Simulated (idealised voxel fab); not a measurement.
Proc. module: voxel capacitor over wiring
cross-section cut | 205 nm wide | cells 5 nm
When this document writes out a cross-section, it uses a grid of square cells and lists it as bands, beginning at the top and moving down, with a band standing for one or more rows of cells. Band entry format. Leading values: height of top, height of bottom, nm. Remainder: materials in left-to-right order, each with its width in nm. Special words: "all across" on a single material, which then fills the band edge to edge; "empty", empty space. Heights are expressed relative to 0, this being the level below which the as-received wafer comprises one material exclusively. The lowest band is unbounded in the downward direction and is denoted as in "top 0, no bottom". Think of "30->40" as a width that walks from the first number to the second as you go down the band, top row to bottom row, taking equal-sized steps from row to row. Any step labelled "identical to before" changed none of the cells in the cross-section. The entry titled "Voids, sealed" provides the empty spaces that have no open way to the top, restricted to those of 8 cells or more. Each is presented as width x height at distance, the distance being measured from the left edge, with all three in nm. Past the settings on a step's line: simulator remark, on that step. Steps that use a mask can have "overlay nm" on their line. It says how far the mask sat to the right of where it was meant to be. Negative means to the left. So the way this works: pairs, before and after one process step. The after picture only goes down to the lowest band that actually changed, nothing below. Step and its settings are under each pair. And watch out, pairs might come from different runs of this module, same starting wafer though, so a pair only follows on from the one above if its "Prior to processing" entry tells you so.

### Prior to processing
> top 105, bottom 95 = empty 60, aC 25, empty 120
> top 95, bottom 90 = empty 60, aC 55, empty 90
> top 90, bottom 80 = empty 60, TiN 25, aC 30, empty 90
> top 80, bottom 75 = empty 50, SiN 35, TiN 30, empty 90
> top 75, bottom 70 = empty 50, TiN 65, empty 90
> top 70, bottom 65 = SiN 50, TiN 35, SiN 120
> top 65, bottom 55 = TiN 50, Ru 35, TiN 120
> top 55, bottom 40 = SiO2 60, Ru 15, SiO2 130
> top 40, bottom 35 = SiCN 60, Ru 15, SiCN 130
> top 35, bottom 15 = lowk 55, TiN 5, Cu 10, TiN 5, lowk 50, TiN 5, Cu 10, TiN 5, lowk 60
> top 15, bottom 10 = SiN 55, TiN 20, SiN 50, TiN 20, SiN 60
> top 10, bottom 0 = SiO2 all across
> top 0, no bottom = Si all across
> Voids, sealed: none

### Resultant Cross-Section
> top 105, bottom 95 = empty 60, aC 25, empty 120
> top 95, bottom 90 = empty 60, aC 55, empty 90
> top 90, bottom 80 = empty 60, TiN 25, aC 30, empty 90
> top 80, bottom 75 = empty 60, SiN 25, TiN 30, empty 90
> top 75, bottom 70 = empty 50, TiN 65, empty 90
> top 70, bottom 65 = empty 50, TiN 35, SiN 30, empty 90
> Nothing below the height 65 has changed.
> Voids, sealed: none
Name the step between the before and after sections above: DIRECTIONAL_ETCH with etch materials SiN, depth nm 5

Prior to processing: nothing new to draw here, it's the after view of the pair just above.

### Resultant Cross-Section
> top 90, bottom 80 = empty 60, TiN 25, empty 120
> Nothing below the height 80 has changed.
> Voids, sealed: none
Name the step between the before and after sections above: STRIP with etch materials aC

Prior to processing: nothing new to draw here, it's the after view of the pair just above.

### Resultant Cross-Section
> top 90, bottom 80 = empty 60, TiN 25, empty 120
> top 80, bottom 75 = empty 60, SiN 25, TiN 30, empty 90
> top 75, bottom 70 = empty 55, TiN 60, empty 90
> top 70, bottom 65 = empty 55, TiN 30, SiN 30, empty 90
> top 65, bottom 55 = empty 50, Ru 35, TiN 35, empty 85
> Nothing below the height 55 has changed.
> Voids, sealed: none
Name the step between the before and after sections above: MASKED_ETCH with tone cover, mask id LOWER_PLATE, width nm 65, etch materials TiN, depth nm 10, overlay nm 0

Prior to processing: nothing new to draw here, it's the after view of the pair just above.

### Resultant Cross-Section
> top 110, bottom 90 = SiO2 all across
> top 90, bottom 80 = SiO2 60, TiN 25, SiO2 120
> top 80, bottom 75 = SiO2 60, SiN 25, TiN 30, SiO2 90
> top 75, bottom 70 = SiO2 55, TiN 60, SiO2 90
> top 70, bottom 65 = SiO2 55, TiN 30, SiN 30, SiO2 90
> top 65, bottom 55 = SiO2 50, Ru 35, TiN 35, SiO2 85
> Nothing below the height 55 has changed.
> Voids, sealed: none
Name the step between the before and after sections above: FILL_DEP with material SiO2, thk nm 20

Prior to processing: nothing new to draw here, it's the after view of the pair just above.

### Resultant Cross-Section
> top 95, bottom 90 = SiO2 all across
> Nothing below the height 90 has changed.
> Voids, sealed: none
Name the step between the before and after sections above: CMP with height nm 95

Prior to processing: nothing new to draw here, it's the after view of the pair just above.

### Resultant Cross-Section
> top 95, bottom 90 = SiO2 70, empty 15, SiO2 120
> Nothing below the height 90 has changed.
> Voids, sealed: none
Name the step between the before and after sections above: MASKED_ETCH with tone open, mask id PLUG_2, width nm 15, etch materials SiO2, depth nm 15, overlay nm 0

Prior to processing: nothing new to draw here, it's the after view of the pair just above.

### Resultant Cross-Section
> top 100, bottom 95 = TiN 75, empty 5, TiN 125
> top 95, bottom 90 = SiO2 70, TiN 15, SiO2 120
> Nothing below the height 90 has changed.
> Voids, sealed: none
Name the step between the before and after sections above: CONFORMAL_DEP with material TiN, thk nm 5

Prior to processing: nothing new to draw here, it's the after view of the pair just above.

### Resultant Cross-Section
> top 105, bottom 100 = Cu all across
> top 100, bottom 95 = TiN 75, Cu 5, TiN 125
> Nothing below the height 95 has changed.
> Voids, sealed: none
Name the step between the before and after sections above: FILL_DEP with material Cu, thk nm 5

Prior to processing: nothing new to draw here, it's the after view of the pair just above.

### Resultant Cross-Section
> top 95, bottom 90 = SiO2 70, TiN 15, SiO2 120
> Nothing below the height 90 has changed.
> Voids, sealed: none
Name the step between the before and after sections above: CMP with height nm 95

Prior to processing: nothing new to draw here, it's the after view of the pair just above.

### Resultant Cross-Section
> top 100, bottom 95 = SiCN all across
> Nothing below the height 95 has changed.
> Voids, sealed: none
Name the step between the before and after sections above: CONFORMAL_DEP with material SiCN, thk nm 5

### Prior to processing
> top 30, bottom 10 = lowk all across
> top 10, bottom 0 = SiO2 all across
> top 0, no bottom = Si all across
> Voids, sealed: none

### Resultant Cross-Section
> top 35, bottom 30 = SiN all across
> Nothing below the height 30 has changed.
> Voids, sealed: none
Name the step between the before and after sections above: CONFORMAL_DEP with material SiN, thk nm 5

Prior to processing: nothing new to draw here, it's the after view of the pair just above.

### Resultant Cross-Section
> top 45, bottom 35 = aC all across
> Nothing below the height 35 has changed.
> Voids, sealed: none
Name the step between the before and after sections above: DIRECTIONAL_DEP with material aC, thk nm 10

Prior to processing: nothing new to draw here, it's the after view of the pair just above.

### Resultant Cross-Section
> top 70, bottom 45 = resist 55, empty 20, resist 50, empty 20, resist 60
> Nothing below the height 45 has changed.
> Voids, sealed: none
Name the step between the before and after sections above: PATTERN with tone open, mask id METAL_1, material resist, width nm 20, pitch nm 70, thk nm 25, overlay nm 0

Prior to processing: nothing new to draw here, it's the after view of the pair just above.

### Resultant Cross-Section
> top 60, bottom 45 = resist 55, empty 20, resist 50, empty 20, resist 60
> top 45, bottom 35 = aC 55, empty 20, aC 50, empty 20, aC 60
> Nothing below the height 35 has changed.
> Voids, sealed: none
Name the step between the before and after sections above: DIRECTIONAL_ETCH with etch materials aC, depth nm 10

Prior to processing: nothing new to draw here, it's the after view of the pair just above.

### Resultant Cross-Section
> top 45, bottom 35 = aC 55, empty 20, aC 50, empty 20, aC 60
> Nothing below the height 35 has changed.
> Voids, sealed: none
Name the step between the before and after sections above: STRIP with etch materials resist

Prior to processing: nothing new to draw here, it's the after view of the pair just above.

### Resultant Cross-Section
> top 45, bottom 35 = aC 55, empty 20, aC 50, empty 20, aC 60
> top 35, bottom 30 = SiN 55, empty 20, SiN 50, empty 20, SiN 60
> Nothing below the height 30 has changed.
> Voids, sealed: none
Name the step between the before and after sections above: DIRECTIONAL_ETCH with etch materials SiN, depth nm 5

Prior to processing: nothing new to draw here, it's the after view of the pair just above.

### Resultant Cross-Section
> top 35, bottom 30 = SiN 55, empty 20, SiN 50, empty 20, SiN 60
> Nothing below the height 30 has changed.
> Voids, sealed: none
Name the step between the before and after sections above: STRIP with etch materials aC

Prior to processing: nothing new to draw here, it's the after view of the pair just above.

### Resultant Cross-Section
> top 40, bottom 35 = TiN 60, empty 10, TiN 60, empty 10, TiN 65
> top 35, bottom 30 = SiN 55, TiN 20, SiN 50, TiN 20, SiN 60
> Nothing below the height 30 has changed.
> Voids, sealed: none
Name the step between the before and after sections above: CONFORMAL_DEP with material TiN, thk nm 5

Prior to processing: nothing new to draw here, it's the after view of the pair just above.

### Resultant Cross-Section
> top 50, bottom 40 = Cu all across
> top 40, bottom 35 = TiN 60, Cu 10, TiN 60, Cu 10, TiN 65
> Nothing below the height 35 has changed.
> Voids, sealed: none
Name the step between the before and after sections above: FILL_DEP with material Cu, thk nm 10

Prior to processing: nothing new to draw here, it's the after view of the pair just above.

### Resultant Cross-Section
> top 35, bottom 30 = SiN 55, TiN 20, SiN 50, TiN 20, SiN 60
> Nothing below the height 30 has changed.
> Voids, sealed: none
Name the step between the before and after sections above: CMP with height nm 35

Prior to processing: nothing new to draw here, it's the after view of the pair just above.

### Resultant Cross-Section
> top 40, bottom 35 = SiCN all across
> Nothing below the height 35 has changed.
> Voids, sealed: none
Name the step between the before and after sections above: CONFORMAL_DEP with material SiCN, thk nm 5

Prior to processing: nothing new to draw here, it's the after view of the pair just above.

### Resultant Cross-Section
> top 55, bottom 40 = SiO2 all across
> Nothing below the height 40 has changed.
> Voids, sealed: none
Name the step between the before and after sections above: DIRECTIONAL_DEP with material SiO2, thk nm 15

Prior to processing: nothing new to draw here, it's the after view of the pair just above.

### Resultant Cross-Section
> top 70, bottom 55 = aC all across
> Nothing below the height 55 has changed.
> Voids, sealed: none
Name the step between the before and after sections above: DIRECTIONAL_DEP with material aC, thk nm 15

Prior to processing: nothing new to draw here, it's the after view of the pair just above.

### Resultant Cross-Section
> top 100, bottom 70 = resist 60, empty 15, resist 130
> Nothing below the height 70 has changed.
> Voids, sealed: none
Name the step between the before and after sections above: PATTERN with tone open, mask id PLUG_1, material resist, width nm 15, thk nm 30, overlay nm 0

Prior to processing: nothing new to draw here, it's the after view of the pair just above.

### Resultant Cross-Section
> top 85, bottom 70 = resist 60, empty 15, resist 130
> top 70, bottom 55 = aC 60, empty 15, aC 130
> Nothing below the height 55 has changed.
> Voids, sealed: none
Name the step between the before and after sections above: DIRECTIONAL_ETCH with etch materials aC, depth nm 15

Prior to processing: nothing new to draw here, it's the after view of the pair just above.

### Resultant Cross-Section
> top 70, bottom 55 = aC 60, empty 15, aC 130
> Nothing below the height 55 has changed.
> Voids, sealed: none
Name the step between the before and after sections above: STRIP with etch materials resist

Prior to processing: nothing new to draw here, it's the after view of the pair just above.

### Resultant Cross-Section
> top 70, bottom 55 = aC 60, empty 15, aC 130
> top 55, bottom 40 = SiO2 60, empty 15, SiO2 130
> Nothing below the height 40 has changed.
> Voids, sealed: none
Name the step between the before and after sections above: DIRECTIONAL_ETCH with etch materials SiO2, depth nm 15

Prior to processing: nothing new to draw here, it's the after view of the pair just above.

### Resultant Cross-Section
> top 70, bottom 55 = aC 60, empty 15, aC 130
> top 55, bottom 40 = SiO2 60, empty 15, SiO2 130
> top 40, bottom 35 = SiCN 60, empty 15, SiCN 130
> Nothing below the height 35 has changed.
> Voids, sealed: none
Name the step between the before and after sections above: DIRECTIONAL_ETCH with etch materials SiCN, depth nm 5

Prior to processing: nothing new to draw here, it's the after view of the pair just above.

### Resultant Cross-Section
> top 55, bottom 40 = SiO2 60, empty 15, SiO2 130
> Nothing below the height 40 has changed.
> Voids, sealed: none
Name the step between the before and after sections above: STRIP with etch materials aC

Prior to processing: nothing new to draw here, it's the after view of the pair just above.

### Resultant Cross-Section
> top 55, bottom 45 = SiO2 60, empty 15, SiO2 130
> top 45, bottom 40 = SiO2 60, Ru 15, SiO2 130
> top 40, bottom 35 = SiCN 60, Ru 15, SiCN 130
> Nothing below the height 35 has changed.
> Voids, sealed: none
Name the step between the before and after sections above: EPI with material Ru, thk nm 10

Prior to processing: nothing new to draw here, it's the after view of the pair just above.

### Resultant Cross-Section
> top 55, bottom 40 = SiO2 60, Ru 15, SiO2 130
> Nothing below the height 40 has changed.
> Voids, sealed: none
Name the step between the before and after sections above: EPI with material Ru, thk nm 10

Prior to processing: nothing new to draw here, it's the after view of the pair just above.

### Resultant Cross-Section
> top 65, bottom 55 = TiN all across
> Nothing below the height 55 has changed.
> Voids, sealed: none
Name the step between the before and after sections above: DIRECTIONAL_DEP with material TiN, thk nm 10

Prior to processing: nothing new to draw here, it's the after view of the pair just above.

### Resultant Cross-Section
> top 70, bottom 65 = SiN all across
> Nothing below the height 65 has changed.
> Voids, sealed: none
Name the step between the before and after sections above: DIRECTIONAL_DEP with material SiN, thk nm 5

Prior to processing: nothing new to draw here, it's the after view of the pair just above.

### Resultant Cross-Section
> top 80, bottom 70 = TiN all across
> Nothing below the height 70 has changed.
> Voids, sealed: none
Name the step between the before and after sections above: DIRECTIONAL_DEP with material TiN, thk nm 10

Prior to processing: nothing new to draw here, it's the after view of the pair just above.

### Resultant Cross-Section
> top 95, bottom 80 = aC all across
> Nothing below the height 80 has changed.
> Voids, sealed: none
Name the step between the before and after sections above: DIRECTIONAL_DEP with material aC, thk nm 15

Prior to processing: nothing new to draw here, it's the after view of the pair just above.

### Resultant Cross-Section
> top 130, bottom 95 = empty 60, resist 55, empty 90
> Nothing below the height 95 has changed.
> Voids, sealed: none
Name the step between the before and after sections above: PATTERN with tone cover, mask id UPPER_PLATE, material resist, width nm 55, thk nm 35, overlay nm 0

Prior to processing: nothing new to draw here, it's the after view of the pair just above.

### Resultant Cross-Section
> top 115, bottom 95 = empty 60, resist 55, empty 90
> top 95, bottom 80 = empty 60, aC 55, empty 90
> Nothing below the height 80 has changed.
> Voids, sealed: none
Name the step between the before and after sections above: DIRECTIONAL_ETCH with etch materials aC, depth nm 15

Prior to processing: nothing new to draw here, it's the after view of the pair just above.

### Resultant Cross-Section
> top 95, bottom 80 = empty 60, aC 55, empty 90
> Nothing below the height 80 has changed.
> Voids, sealed: none
Name the step between the before and after sections above: STRIP with etch materials resist

Prior to processing: nothing new to draw here, it's the after view of the pair just above.

### Resultant Cross-Section
> top 95, bottom 80 = empty 60, aC 55, empty 90
> top 80, bottom 70 = empty 60, TiN 55, empty 90
> Nothing below the height 70 has changed.
> Voids, sealed: none
Name the step between the before and after sections above: DIRECTIONAL_ETCH with etch materials TiN, depth nm 10

Prior to processing: nothing new to draw here, it's the after view of the pair just above.

### Resultant Cross-Section
> top 95, bottom 80 = empty 60, aC 55, empty 90
> top 80, bottom 70 = empty 60, TiN 55, empty 90
> top 70, bottom 65 = empty 60, SiN 55, empty 90
> Nothing below the height 65 has changed.
> Voids, sealed: none
Name the step between the before and after sections above: DIRECTIONAL_ETCH with etch materials SiN, depth nm 5

Prior to processing: nothing new to draw here, it's the after view of the pair just above.

### Resultant Cross-Section
> top 80, bottom 70 = empty 60, TiN 55, empty 90
> Nothing below the height 70 has changed.
> Voids, sealed: none
Name the step between the before and after sections above: STRIP with etch materials aC

Prior to processing: nothing new to draw here, it's the after view of the pair just above.

### Resultant Cross-Section
> top 80, bottom 70 = empty 60, TiN 55, empty 90
> top 70, bottom 65 = empty 60, SiN 55, empty 90
> top 65, bottom 55 = empty 55, TiN 65, empty 85
> Nothing below the height 55 has changed.
> Voids, sealed: none
Name the step between the before and after sections above: MASKED_ETCH with tone cover, mask id LOWER_PLATE, width nm 65, etch materials TiN, depth nm 10, overlay nm 0

Prior to processing: nothing new to draw here, it's the after view of the pair just above.

### Resultant Cross-Section
> top 100, bottom 80 = SiO2 all across
> top 80, bottom 70 = SiO2 60, TiN 55, SiO2 90
> top 70, bottom 65 = SiO2 60, SiN 55, SiO2 90
> top 65, bottom 55 = SiO2 55, TiN 65, SiO2 85
> Nothing below the height 55 has changed.
> Voids, sealed: none
Name the step between the before and after sections above: FILL_DEP with material SiO2, thk nm 20

Prior to processing: nothing new to draw here, it's the after view of the pair just above.

### Resultant Cross-Section
> top 95, bottom 80 = SiO2 all across
> Nothing below the height 80 has changed.
> Voids, sealed: none
Name the step between the before and after sections above: CMP with height nm 95

Prior to processing: nothing new to draw here, it's the after view of the pair just above.

### Resultant Cross-Section
> top 95, bottom 80 = SiO2 70, empty 15, SiO2 120
> Nothing below the height 80 has changed.
> Voids, sealed: none
Name the step between the before and after sections above: MASKED_ETCH with tone open, mask id PLUG_2, width nm 15, etch materials SiO2, depth nm 15, overlay nm 0

Prior to processing: nothing new to draw here, it's the after view of the pair just above.

### Resultant Cross-Section
> top 100, bottom 95 = TiN 75, empty 5, TiN 125
> top 95, bottom 85 = SiO2 70, TiN 5, empty 5, TiN 5, SiO2 120
> top 85, bottom 80 = SiO2 70, TiN 15, SiO2 120
> Nothing below the height 80 has changed.
> Voids, sealed: none
Name the step between the before and after sections above: CONFORMAL_DEP with material TiN, thk nm 5

Prior to processing: nothing new to draw here, it's the after view of the pair just above.

### Resultant Cross-Section
> top 105, bottom 100 = Cu all across
> top 100, bottom 95 = TiN 75, Cu 5, TiN 125
> top 95, bottom 85 = SiO2 70, TiN 5, Cu 5, TiN 5, SiO2 120
> Nothing below the height 85 has changed.
> Voids, sealed: none
Name the step between the before and after sections above: FILL_DEP with material Cu, thk nm 5

Prior to processing: nothing new to draw here, it's the after view of the pair just above.

### Resultant Cross-Section
> top 95, bottom 85 = SiO2 70, TiN 5, Cu 5, TiN 5, SiO2 120
> Nothing below the height 85 has changed.
> Voids, sealed: none
Name the step between the before and after sections above: CMP with height nm 95

Prior to processing: nothing new to draw here, it's the after view of the pair just above.

### Resultant Cross-Section
> top 100, bottom 95 = SiCN all across
> Nothing below the height 95 has changed.
> Voids, sealed: none
Name the step between the before and after sections above: CONFORMAL_DEP with material SiCN, thk nm 5

### Prior to processing
> top 0, no bottom = Si all across
> Voids, sealed: none

### Resultant Cross-Section
> top 5, bottom 0 = SiO2 all across
> Nothing below the height 0 has changed.
> Voids, sealed: none
Name the step between the before and after sections above: CONFORMAL_DEP with material SiO2, thk nm 5

Prior to processing: nothing new to draw here, it's the after view of the pair just above.

### Resultant Cross-Section
> top 10, bottom 5 = SiN all across
> Nothing below the height 5 has changed.
> Voids, sealed: none
Name the step between the before and after sections above: CONFORMAL_DEP with material SiN, thk nm 5

Prior to processing: nothing new to draw here, it's the after view of the pair just above.

### Resultant Cross-Section
> top 30, bottom 10 = lowk all across
> Nothing below the height 10 has changed.
> Voids, sealed: none
Name the step between the before and after sections above: DIRECTIONAL_DEP with material lowk, thk nm 20

Prior to processing: nothing new to draw here, it's the after view of the pair just above.

### Resultant Cross-Section
> top 40, bottom 30 = aC all across
> Nothing below the height 30 has changed.
> Voids, sealed: none
Name the step between the before and after sections above: DIRECTIONAL_DEP with material aC, thk nm 10

Prior to processing: nothing new to draw here, it's the after view of the pair just above.

### Resultant Cross-Section
> top 65, bottom 40 = resist 55, empty 20, resist 50, empty 20, resist 60
> Nothing below the height 40 has changed.
> Voids, sealed: none
Name the step between the before and after sections above: PATTERN with tone open, mask id METAL_1, material resist, width nm 20, pitch nm 70, thk nm 25, overlay nm 0

Prior to processing: nothing new to draw here, it's the after view of the pair just above.

### Resultant Cross-Section
> top 55, bottom 40 = resist 55, empty 20, resist 50, empty 20, resist 60
> top 40, bottom 30 = aC 55, empty 20, aC 50, empty 20, aC 60
> Nothing below the height 30 has changed.
> Voids, sealed: none
Name the step between the before and after sections above: DIRECTIONAL_ETCH with etch materials aC, depth nm 10

Prior to processing: nothing new to draw here, it's the after view of the pair just above.

### Resultant Cross-Section
> top 40, bottom 30 = aC 55, empty 20, aC 50, empty 20, aC 60
> Nothing below the height 30 has changed.
> Voids, sealed: none
Name the step between the before and after sections above: STRIP with etch materials resist

Prior to processing: nothing new to draw here, it's the after view of the pair just above.

### Resultant Cross-Section
> top 40, bottom 30 = aC 55, empty 20, aC 50, empty 20, aC 60
> top 30, bottom 10 = lowk 55, empty 20, lowk 50, empty 20, lowk 60
> Nothing below the height 10 has changed.
> Voids, sealed: none
Name the step between the before and after sections above: DIRECTIONAL_ETCH with etch materials lowk, depth nm 20

Prior to processing: nothing new to draw here, it's the after view of the pair just above.

### Resultant Cross-Section
> top 40, bottom 30 = aC 55, empty 20, aC 50, empty 20, aC 60
> top 30, bottom 10 = lowk 55, empty 20, lowk 50, empty 20, lowk 60
> top 10, bottom 5 = SiN 55, empty 20, SiN 50, empty 20, SiN 60
> Nothing below the height 5 has changed.
> Voids, sealed: none
Name the step between the before and after sections above: DIRECTIONAL_ETCH with etch materials SiN, depth nm 5

Prior to processing: nothing new to draw here, it's the after view of the pair just above.

### Resultant Cross-Section
> top 30, bottom 10 = lowk 55, empty 20, lowk 50, empty 20, lowk 60
> Nothing below the height 10 has changed.
> Voids, sealed: none
Name the step between the before and after sections above: STRIP with etch materials aC

Prior to processing: nothing new to draw here, it's the after view of the pair just above.

### Resultant Cross-Section
> top 35, bottom 30 = TiN 60, empty 10, TiN 60, empty 10, TiN 65
> top 30, bottom 10 = lowk 55, TiN 5, empty 10, TiN 5, lowk 50, TiN 5, empty 10, TiN 5, lowk 60
> top 10, bottom 5 = SiN 55, TiN 20, SiN 50, TiN 20, SiN 60
> Nothing below the height 5 has changed.
> Voids, sealed: none
Name the step between the before and after sections above: CONFORMAL_DEP with material TiN, thk nm 5

Prior to processing: nothing new to draw here, it's the after view of the pair just above.

### Resultant Cross-Section
> top 45, bottom 35 = Cu all across
> top 35, bottom 30 = TiN 60, Cu 10, TiN 60, Cu 10, TiN 65
> top 30, bottom 10 = lowk 55, TiN 5, Cu 10, TiN 5, lowk 50, TiN 5, Cu 10, TiN 5, lowk 60
> Nothing below the height 10 has changed.
> Voids, sealed: none
Name the step between the before and after sections above: FILL_DEP with material Cu, thk nm 10

Prior to processing: nothing new to draw here, it's the after view of the pair just above.

### Resultant Cross-Section
> top 35, bottom 30 = TiN 60, Cu 10, TiN 60, Cu 10, TiN 65
> Nothing below the height 30 has changed.
> Voids, sealed: none
Name the step between the before and after sections above: CMP with height nm 35

Prior to processing: nothing new to draw here, it's the after view of the pair just above.

### Resultant Cross-Section
> top 40, bottom 35 = SiCN all across
> Nothing below the height 35 has changed.
> Voids, sealed: none
Name the step between the before and after sections above: CONFORMAL_DEP with material SiCN, thk nm 5

Prior to processing: nothing new to draw here, it's the after view of the pair just above.

### Resultant Cross-Section
> top 55, bottom 40 = SiO2 all across
> Nothing below the height 40 has changed.
> Voids, sealed: none
Name the step between the before and after sections above: DIRECTIONAL_DEP with material SiO2, thk nm 15

Prior to processing: nothing new to draw here, it's the after view of the pair just above.

### Resultant Cross-Section
> top 70, bottom 55 = aC all across
> Nothing below the height 55 has changed.
> Voids, sealed: none
Name the step between the before and after sections above: DIRECTIONAL_DEP with material aC, thk nm 15

Prior to processing: nothing new to draw here, it's the after view of the pair just above.

### Resultant Cross-Section
> top 100, bottom 70 = resist 60, empty 15, resist 130
> Nothing below the height 70 has changed.
> Voids, sealed: none
Name the step between the before and after sections above: PATTERN with tone open, mask id PLUG_1, material resist, width nm 15, thk nm 30, overlay nm 0

Prior to processing: nothing new to draw here, it's the after view of the pair just above.

### Resultant Cross-Section
> top 85, bottom 70 = resist 60, empty 15, resist 130
> top 70, bottom 55 = aC 60, empty 15, aC 130
> Nothing below the height 55 has changed.
> Voids, sealed: none
Name the step between the before and after sections above: DIRECTIONAL_ETCH with etch materials aC, depth nm 15

Prior to processing: nothing new to draw here, it's the after view of the pair just above.

### Resultant Cross-Section
> top 70, bottom 55 = aC 60, empty 15, aC 130
> Nothing below the height 55 has changed.
> Voids, sealed: none
Name the step between the before and after sections above: STRIP with etch materials resist

Prior to processing: nothing new to draw here, it's the after view of the pair just above.

### Resultant Cross-Section
> top 70, bottom 55 = aC 60, empty 15, aC 130
> top 55, bottom 40 = SiO2 60, empty 15, SiO2 130
> Nothing below the height 40 has changed.
> Voids, sealed: none
Name the step between the before and after sections above: DIRECTIONAL_ETCH with etch materials SiO2, depth nm 15

Prior to processing: nothing new to draw here, it's the after view of the pair just above.

### Resultant Cross-Section
> top 70, bottom 55 = aC 60, empty 15, aC 130
> top 55, bottom 40 = SiO2 60, empty 15, SiO2 130
> top 40, bottom 35 = SiCN 60, empty 15, SiCN 130
> Nothing below the height 35 has changed.
> Voids, sealed: none
Name the step between the before and after sections above: DIRECTIONAL_ETCH with etch materials SiCN, depth nm 5

Prior to processing: nothing new to draw here, it's the after view of the pair just above.

### Resultant Cross-Section
> top 55, bottom 40 = SiO2 60, empty 15, SiO2 130
> Nothing below the height 40 has changed.
> Voids, sealed: none
Name the step between the before and after sections above: STRIP with etch materials aC

Prior to processing: nothing new to draw here, it's the after view of the pair just above.

### Resultant Cross-Section
> top 55, bottom 45 = SiO2 60, empty 15, SiO2 130
> top 45, bottom 40 = SiO2 60, Ru 15, SiO2 130
> top 40, bottom 35 = SiCN 60, Ru 15, SiCN 130
> Nothing below the height 35 has changed.
> Voids, sealed: none
Name the step between the before and after sections above: EPI with material Ru, thk nm 10

Prior to processing: nothing new to draw here, it's the after view of the pair just above.

### Resultant Cross-Section
> top 55, bottom 40 = SiO2 60, Ru 15, SiO2 130
> Nothing below the height 40 has changed.
> Voids, sealed: none
Name the step between the before and after sections above: EPI with material Ru, thk nm 10

Prior to processing: nothing new to draw here, it's the after view of the pair just above.

### Resultant Cross-Section
> top 65, bottom 55 = TiN all across
> Nothing below the height 55 has changed.
> Voids, sealed: none
Name the step between the before and after sections above: DIRECTIONAL_DEP with material TiN, thk nm 10

Prior to processing: nothing new to draw here, it's the after view of the pair just above.

### Resultant Cross-Section
> top 70, bottom 65 = SiN all across
> Nothing below the height 65 has changed.
> Voids, sealed: none
Name the step between the before and after sections above: DIRECTIONAL_DEP with material SiN, thk nm 5

Prior to processing: nothing new to draw here, it's the after view of the pair just above.

### Resultant Cross-Section
> top 80, bottom 70 = TiN all across
> Nothing below the height 70 has changed.
> Voids, sealed: none
Name the step between the before and after sections above: DIRECTIONAL_DEP with material TiN, thk nm 10

Prior to processing: nothing new to draw here, it's the after view of the pair just above.

### Resultant Cross-Section
> top 95, bottom 80 = aC all across
> Nothing below the height 80 has changed.
> Voids, sealed: none
Name the step between the before and after sections above: DIRECTIONAL_DEP with material aC, thk nm 15

Prior to processing: nothing new to draw here, it's the after view of the pair just above.

### Resultant Cross-Section
> top 130, bottom 95 = empty 60, resist 55, empty 90
> Nothing below the height 95 has changed.
> Voids, sealed: none
Name the step between the before and after sections above: PATTERN with tone cover, mask id UPPER_PLATE, material resist, width nm 55, thk nm 35, overlay nm 0

Prior to processing: nothing new to draw here, it's the after view of the pair just above.

### Resultant Cross-Section
> top 115, bottom 95 = empty 60, resist 55, empty 90
> top 95, bottom 80 = empty 60, aC 55, empty 90
> Nothing below the height 80 has changed.
> Voids, sealed: none
Name the step between the before and after sections above: DIRECTIONAL_ETCH with etch materials aC, depth nm 15

Prior to processing: nothing new to draw here, it's the after view of the pair just above.

### Resultant Cross-Section
> top 95, bottom 80 = empty 60, aC 55, empty 90
> Nothing below the height 80 has changed.
> Voids, sealed: none
Name the step between the before and after sections above: STRIP with etch materials resist

Prior to processing: nothing new to draw here, it's the after view of the pair just above.

### Resultant Cross-Section
> top 95, bottom 80 = empty 60, aC 55, empty 90
> top 80, bottom 70 = empty 60, TiN 55, empty 90
> Nothing below the height 70 has changed.
> Voids, sealed: none
Name the step between the before and after sections above: DIRECTIONAL_ETCH with etch materials TiN, depth nm 10

Prior to processing: nothing new to draw here, it's the after view of the pair just above.

### Resultant Cross-Section
> top 95, bottom 80 = empty 60, aC 55, empty 90
> top 80, bottom 70 = empty 60, TiN 55, empty 90
> top 70, bottom 65 = empty 60, SiN 55, empty 90
> Nothing below the height 65 has changed.
> Voids, sealed: none
Name the step between the before and after sections above: DIRECTIONAL_ETCH with etch materials SiN, depth nm 5

Prior to processing: nothing new to draw here, it's the after view of the pair just above.

### Resultant Cross-Section
> top 80, bottom 70 = empty 60, TiN 55, empty 90
> Nothing below the height 70 has changed.
> Voids, sealed: none
Name the step between the before and after sections above: STRIP with etch materials aC

Prior to processing: nothing new to draw here, it's the after view of the pair just above.

### Resultant Cross-Section
> top 80, bottom 70 = empty 60, TiN 55, empty 90
> top 70, bottom 65 = empty 60, SiN 55, empty 90
> top 65, bottom 55 = empty 55, TiN 65, empty 85
> Nothing below the height 55 has changed.
> Voids, sealed: none
Name the step between the before and after sections above: MASKED_ETCH with tone cover, mask id LOWER_PLATE, width nm 65, etch materials TiN, depth nm 10, overlay nm 0

Prior to processing: nothing new to draw here, it's the after view of the pair just above.

### Resultant Cross-Section
> top 100, bottom 80 = SiO2 all across
> top 80, bottom 70 = SiO2 60, TiN 55, SiO2 90
> top 70, bottom 65 = SiO2 60, SiN 55, SiO2 90
> top 65, bottom 55 = SiO2 55, TiN 65, SiO2 85
> Nothing below the height 55 has changed.
> Voids, sealed: none
Name the step between the before and after sections above: FILL_DEP with material SiO2, thk nm 20

Prior to processing: nothing new to draw here, it's the after view of the pair just above.

### Resultant Cross-Section
> top 95, bottom 80 = SiO2 all across
> Nothing below the height 80 has changed.
> Voids, sealed: none
Name the step between the before and after sections above: CMP with height nm 95

Prior to processing: nothing new to draw here, it's the after view of the pair just above.

### Resultant Cross-Section
> top 95, bottom 80 = SiO2 70, empty 15, SiO2 120
> Nothing below the height 80 has changed.
> Voids, sealed: none
Name the step between the before and after sections above: MASKED_ETCH with tone open, mask id PLUG_2, width nm 15, etch materials SiO2, depth nm 15, overlay nm 0

Prior to processing: nothing new to draw here, it's the after view of the pair just above.

### Resultant Cross-Section
> top 100, bottom 95 = TiN 75, empty 5, TiN 125
> top 95, bottom 85 = SiO2 70, TiN 5, empty 5, TiN 5, SiO2 120
> top 85, bottom 80 = SiO2 70, TiN 15, SiO2 120
> Nothing below the height 80 has changed.
> Voids, sealed: none
Name the step between the before and after sections above: CONFORMAL_DEP with material TiN, thk nm 5

Prior to processing: nothing new to draw here, it's the after view of the pair just above.

### Resultant Cross-Section
> top 105, bottom 100 = Cu all across
> top 100, bottom 95 = TiN 75, Cu 5, TiN 125
> top 95, bottom 85 = SiO2 70, TiN 5, Cu 5, TiN 5, SiO2 120
> Nothing below the height 85 has changed.
> Voids, sealed: none
Name the step between the before and after sections above: FILL_DEP with material Cu, thk nm 5
